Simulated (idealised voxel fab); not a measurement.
process module | voxel spacer lines
cross-section cut | 240 nm wide | cells 5 nm
A cross-section is a grid of square cells, given in bands from the top down. A band is one or more rows of cells.
Each band's line starts with the height of the band's top and of its bottom, in nm. Then come its materials from left to right, each with its width in nm. One material with "throughout" fills the band from edge to edge. "air" is empty space.
Height 0 is the level under which the wafer as received is all one material. The lowest band goes on downwards, as in "0 down".
A width such as "30 to 40" changes by the same amount from each row of cells to the next, from the band's top row to its bottom row.
"no change" after a step means that no cell of the cross-section changed.
closed voids: empty space of 8 cells or more with no open way to the top, each as width x height at its distance from the left edge, in nm
after a step's settings: what the simulator itself notes on the step
overlay nm, on a step with a mask: how far to the right of its planned place the mask lay; to the left if negative
plan
1 op RECEIVE | material Si
2 op CONFORMAL_DEP | material Al2O3 | thk nm 5
3 op DIRECTIONAL_DEP | material SiN | thk nm 15
4 op DIRECTIONAL_DEP | material aC | thk nm 30
5 op PATTERN | tone cover | mask id MANDREL | material resist | width nm 15 | pitch nm 60 | thk nm 40 | overlay nm 0
6 op DIRECTIONAL_ETCH | etch materials aC | depth nm 30
7 op STRIP | etch materials resist
8 op CONFORMAL_DEP | material SiO2 | thk nm 15
9 op DIRECTIONAL_ETCH | etch materials SiO2 | depth nm 15
10 op STRIP | etch materials aC
11 op DIRECTIONAL_ETCH | etch materials SiN | depth nm 15
12 op STRIP | etch materials SiO2
as received, after step 1
  0 down: Si throughout
  closed voids: none
first wafer at the end, as planned
  20 to 5: air 35 | SiN 15 | air 15 | SiN 15 | air 15 | SiN 15 | air 15 | SiN 15 | air 15 | SiN 15 | air 15 | SiN 15 | air 40
  5 to 0: Al2O3 throughout
  0 down: Si throughout
  closed voids: none
second wafer at the end: like start, like plan, one mistake
  20 to 5: air 35 | SiN 45 | air 15 | SiN 45 | air 15 | SiN 45 | air 40
  5 to 0: Al2O3 throughout
  0 down: Si throughout
  closed voids: none
what went wrong: steps 10 and 11 were swapped
at the end the second wafer has, in cells: 27 more of SiN
